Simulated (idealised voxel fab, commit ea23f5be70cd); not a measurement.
process module | voxel local oxidation
cross-section cut | 140 nm wide | cells 5 nm
A cross-section is a grid of square cells, given in bands from the top down. A band is one or more rows of cells.
Each band's line starts with the height of the band's top and of its bottom, in nm. Then come its materials from left to right, each with its width in nm. One material with "throughout" fills the band from edge to edge. "air" is empty space.
Height 0 is the level under which the wafer as received is all one material. The lowest band goes on downwards, as in "0 down".
A width such as "30 to 40" changes by the same amount from each row of cells to the next, from the band's top row to its bottom row.
"no change" after a step means that no cell of the cross-section changed.
closed voids: empty space of 8 cells or more with no open way to the top, each as width x height at its distance from the left edge, in nm
after a step's settings: what the simulator itself notes on the step
overlay nm, on a step with a mask: how far to the right of its planned place the mask lay; to the left if negative
plan
1 op RECEIVE | material Si
2 op OXIDIZE | depth nm 5
3 op CONFORMAL_DEP | material SiN | thk nm 10
4 op PATTERN | tone cover | mask id ACTIVE | material resist | width nm 95 | thk nm 15 | overlay nm -5
5 op DIRECTIONAL_ETCH | etch materials SiN | depth nm 10
6 op STRIP | etch materials resist
7 op SELECTIVE_ETCH | etch materials SiO2 | depth nm 5
8 op OXIDIZE | depth nm 10
9 op STRIP | etch materials SiN
varied across the wafers: overlay nm of step 4. The plan shows the first wafer's value. All wafers start alike
first wafer as received, after step 1
  0 down: Si throughout
  closed voids: none
each wafer at the end: cells of each material gained (+) or lost (-) since it was received, then its closed voids
overlay nm -5 | -58 Si | +47 SiO2 | closed voids: none
overlay nm 0 | -58 Si | +47 SiO2 | closed voids: none
overlay nm 5 | -58 Si | +47 SiO2 | closed voids: none
overlay nm 10 | -58 Si | +47 SiO2 | closed voids: none
